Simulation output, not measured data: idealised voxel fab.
Presented below is a process module, voxel ribs on slabs.
Square cell edge 5 nm, section width 170 nm, ID cut.
Reading order for cross-sections: top band down to bottom band. Underlying form: a grid of square cells. Band size: one or more rows of cells.
The band entry comprises the height of the band's top followed by the height of its bottom, expressed in nm, and subsequently the band's materials from left to right, each stated together with its width in nm. Where a single material is marked with the word "all across", that material fills the band from edge to edge. The word "air" represents empty space.
All heights in this document are referenced to 0, defined as the level beneath which the wafer, as received, consists entirely of one material. The lowest band is not bounded below; it extends indefinitely downward and is written in the form "z 0 and below".
When a width is written as two numbers, as in "30..40", the first number is the width in the top row of cells of the band and the second is the width in its bottom row, and the width changes by the same amount from each row to the next.
Step marked "remained unchanged"? Then no cell in the cross-section changed in it.
You'll see "Completely sealed voids" listing empty spaces that have no way open to the top, as long as they're 8 cells or more; the notation is width x height at distance, where the distance is from the left edge, and all of it is in nm.
Step line, after settings: the simulator's comment on this step.
overlay nm: on a step with a mask, how far right of its planned place the mask lay; negative means left.
Each of the pairs that make up the rest of this document says: here is the cross-section before one process step, here is the cross-section after it, drawn only down to the lowest band that changed, and here, under the pair, is the step lying between them with its settings. Different pairs may come from different runs of this module on the same starting wafer, so a pair continues from the pair above it only where its entry headed "Snapshot before" says so.

[Snapshot before]
  z 65 to 45 | 70 air / 30 resist / 70 air
  z 45 to 35 | 70 air / 30 SiN / 70 air
  z 35 to 0 | SiN all across
  z 0 and below | Si all across
  Completely sealed voids: none

[Resultant Cross-Section]
  z 45 to 35 | 70 air / 30 SiN / 70 air
  Below a height of 35, the structure has not been altered.
  Completely sealed voids: none
For reference, the processing step occurring between the two cross-sections presented above is as follows: STRIP: etch materials resist

Snapshot before: see preceding pair, after cross-section.

[Resultant Cross-Section]
  z 55 to 45 | 70 air / 30 aC / 70 air
  z 45 to 35 | 70 aC / 30 SiN / 70 aC
  Below a height of 35, the structure has not been altered.
  Completely sealed voids: none
For reference, the processing step occurring between the two cross-sections presented above is as follows: DIRECTIONAL_DEP: material aC, thk nm 10

Snapshot before: see preceding pair, after cross-section.

[Resultant Cross-Section]
  z 80 to 55 | 55 air / 60 resist / 55 air
  z 55 to 45 | 55 air / 15 resist / 30 aC / 15 resist / 55 air
  Below a height of 45, the structure has not been altered.
  Completely sealed voids: none
For reference, the processing step occurring between the two cross-sections presented above is as follows: PATTERN: tone cover, mask id SLAB, material resist, width nm 60, thk nm 25, overlay nm 0

Snapshot before: see preceding pair, after cross-section.

[Resultant Cross-Section]
  z 70 to 55 | 55 air / 60 resist / 55 air
  z 55 to 45 | 55 air / 15 resist / 30 aC / 15 resist / 55 air
  z 45 to 35 | 55 air / 15 aC / 30 SiN / 15 aC / 55 air
  Below a height of 35, the structure has not been altered.
  Completely sealed voids: none
For reference, the processing step occurring between the two cross-sections presented above is as follows: DIRECTIONAL_ETCH: etch materials aC, depth nm 10

Snapshot before: see preceding pair, after cross-section.

[Resultant Cross-Section]
  z 55 to 45 | 70 air / 30 aC / 70 air
  Below a height of 45, the structure has not been altered.
  Completely sealed voids: none
For reference, the processing step occurring between the two cross-sections presented above is as follows: STRIP: etch materials resist

Snapshot before: see preceding pair, after cross-section.

[Resultant Cross-Section]
  z 55 to 45 | 70 air / 30 aC / 70 air
  z 45 to 35 | 55 air / 15 aC / 30 SiN / 15 aC / 55 air
  z 35 to 30 | 55 air / 60 SiN / 55 air
  Below a height of 30, the structure has not been altered.
  Completely sealed voids: none
For reference, the processing step occurring between the two cross-sections presented above is as follows: DIRECTIONAL_ETCH: etch materials SiN, depth nm 5

Snapshot before: see preceding pair, after cross-section.

[Resultant Cross-Section]
  z 45 to 35 | 70 air / 30 SiN / 70 air
  Below a height of 35, the structure has not been altered.
  Completely sealed voids: none
For reference, the processing step occurring between the two cross-sections presented above is as follows: STRIP: etch materials aC

Snapshot before: see preceding pair, after cross-section.

[Resultant Cross-Section]
  z 75 to 45 | SiO2 all across
  z 45 to 35 | 70 SiO2 / 30 SiN / 70 SiO2
  z 35 to 30 | 55 SiO2 / 60 SiN / 55 SiO2
  Below a height of 30, the structure has not been altered.
  Completely sealed voids: none
For reference, the processing step occurring between the two cross-sections presented above is as follows: FILL_DEP: material SiO2, thk nm 30

Snapshot before: see preceding pair, after cross-section.

[Resultant Cross-Section]
  z 65 to 45 | SiO2 all across
  Below a height of 45, the structure has not been altered.
  Completely sealed voids: none
For reference, the processing step occurring between the two cross-sections presented above is as follows: CMP: height nm 65

Snapshot before: see preceding pair, after cross-section.

[Resultant Cross-Section]
  z 70 to 65 | W all across
  Below a height of 65, the structure has not been altered.
  Completely sealed voids: none
For reference, the processing step occurring between the two cross-sections presented above is as follows: DIRECTIONAL_DEP: material W, thk nm 5

Snapshot before: see preceding pair, after cross-section.

[Resultant Cross-Section]
  z 90 to 70 | 65 air / 40 resist / 65 air
  Below a height of 70, the structure has not been altered.
  Completely sealed voids: none
For reference, the processing step occurring between the two cross-sections presented above is as follows: PATTERN: tone cover, mask id HEATER, material resist, width nm 40, thk nm 20, overlay nm 0

Snapshot before: see preceding pair, after cross-section.

[Resultant Cross-Section]
  z 90 to 70 | 65 air / 40 resist / 65 air
  z 70 to 65 | 65 air / 40 W / 65 air
  Below a height of 65, the structure has not been altered.
  Completely sealed voids: none
For reference, the processing step occurring between the two cross-sections presented above is as follows: DIRECTIONAL_ETCH: etch materials W, depth nm 5

Snapshot before: see preceding pair, after cross-section.

[Resultant Cross-Section]
  z 70 to 65 | 65 air / 40 W / 65 air
  Below a height of 65, the structure has not been altered.
  Completely sealed voids: none
For reference, the processing step occurring between the two cross-sections presented above is as follows: STRIP: etch materials resist

Snapshot before: see preceding pair, after cross-section.

[Resultant Cross-Section]
  z 80 to 75 | 55 air / 60 SiN / 55 air
  z 75 to 70 | SiN all across
  z 70 to 65 | 65 SiN / 40 W / 65 SiN
  Below a height of 65, the structure has not been altered.
  Completely sealed voids: none
For reference, the processing step occurring between the two cross-sections presented above is as follows: CONFORMAL_DEP: material SiN, thk nm 10

[Snapshot before]
  z 55 to 45 | 70 air / 30 aC / 70 air
  z 45 to 35 | 70 aC / 30 SiN / 70 aC
  z 35 to 30 | SiN all across
  z 30 to 0 | SiO2 all across
  z 0 and below | Si all across
  Completely sealed voids: none

[Resultant Cross-Section]
  z 80 to 55 | 55 resist / 60 air / 55 resist
  z 55 to 45 | 55 resist / 15 air / 30 aC / 15 air / 55 resist
  Below a height of 45, the structure has not been altered.
  Completely sealed voids: none
For reference, the processing step occurring between the two cross-sections presented above is as follows: PATTERN: tone open, mask id SLAB, material resist, width nm 60, thk nm 25, overlay nm 0

Snapshot before: see preceding pair, after cross-section.

[Resultant Cross-Section]
  z 70 to 45 | 55 resist / 60 air / 55 resist
  z 45 to 35 | 55 aC / 15 air / 30 SiN / 15 air / 55 aC
  Below a height of 35, the structure has not been altered.
  Completely sealed voids: none
For reference, the processing step occurring between the two cross-sections presented above is as follows: DIRECTIONAL_ETCH: etch materials aC, depth nm 10

Snapshot before: see preceding pair, after cross-section.

[Resultant Cross-Section]
  z 45 to 35 | 55 aC / 15 air / 30 SiN / 15 air / 55 aC
  Below a height of 35, the structure has not been altered.
  Completely sealed voids: none
For reference, the processing step occurring between the two cross-sections presented above is as follows: STRIP: etch materials resist

Snapshot before: see preceding pair, after cross-section.

[Resultant Cross-Section]
  z 45 to 40 | 55 aC / 60 air / 55 aC
  z 40 to 35 | 55 aC / 15 air / 30 SiN / 15 air / 55 aC
  z 35 to 30 | 55 SiN / 15 air / 30 SiN / 15 air / 55 SiN
  Below a height of 30, the structure has not been altered.
  Completely sealed voids: none
For reference, the processing step occurring between the two cross-sections presented above is as follows: DIRECTIONAL_ETCH: etch materials SiN, depth nm 5

Snapshot before: see preceding pair, after cross-section.

[Resultant Cross-Section]
  z 40 to 35 | 70 air / 30 SiN / 70 air
  Below a height of 35, the structure has not been altered.
  Completely sealed voids: none
For reference, the processing step occurring between the two cross-sections presented above is as follows: STRIP: etch materials aC

Snapshot before: see preceding pair, after cross-section.

[Resultant Cross-Section]
  z 70 to 40 | SiO2 all across
  z 40 to 35 | 70 SiO2 / 30 SiN / 70 SiO2
  z 35 to 30 | 55 SiN / 15 SiO2 / 30 SiN / 15 SiO2 / 55 SiN
  Below a height of 30, the structure has not been altered.
  Completely sealed voids: none
For reference, the processing step occurring between the two cross-sections presented above is as follows: FILL_DEP: material SiO2, thk nm 30

Snapshot before: see preceding pair, after cross-section.

[Resultant Cross-Section]
  z 65 to 40 | SiO2 all across
  Below a height of 40, the structure has not been altered.
  Completely sealed voids: none
For reference, the processing step occurring between the two cross-sections presented above is as follows: CMP: height nm 65

Snapshot before: see preceding pair, after cross-section.

[Resultant Cross-Section]
  z 70 to 65 | W all across
  Below a height of 65, the structure has not been altered.
  Completely sealed voids: none
For reference, the processing step occurring between the two cross-sections presented above is as follows: DIRECTIONAL_DEP: material W, thk nm 5

Snapshot before: see preceding pair, after cross-section.

[Resultant Cross-Section]
  z 90 to 70 | 65 air / 40 resist / 65 air
  Below a height of 70, the structure has not been altered.
  Completely sealed voids: none
For reference, the processing step occurring between the two cross-sections presented above is as follows: PATTERN: tone cover, mask id HEATER, material resist, width nm 40, thk nm 20, overlay nm 0

Snapshot before: see preceding pair, after cross-section.

[Resultant Cross-Section]
  z 90 to 70 | 65 air / 40 resist / 65 air
  z 70 to 65 | 65 air / 40 W / 65 air
  Below a height of 65, the structure has not been altered.
  Completely sealed voids: none
For reference, the processing step occurring between the two cross-sections presented above is as follows: DIRECTIONAL_ETCH: etch materials W, depth nm 5

Snapshot before: see preceding pair, after cross-section.

[Resultant Cross-Section]
  z 70 to 65 | 65 air / 40 W / 65 air
  Below a height of 65, the structure has not been altered.
  Completely sealed voids: none
For reference, the processing step occurring between the two cross-sections presented above is as follows: STRIP: etch materials resist

Snapshot before: see preceding pair, after cross-section.

[Resultant Cross-Section]
  z 80 to 75 | 55 air / 60 SiN / 55 air
  z 75 to 70 | SiN all across
  z 70 to 65 | 65 SiN / 40 W / 65 SiN
  Below a height of 65, the structure has not been altered.
  Completely sealed voids: none
For reference, the processing step occurring between the two cross-sections presented above is as follows: CONFORMAL_DEP: material SiN, thk nm 10
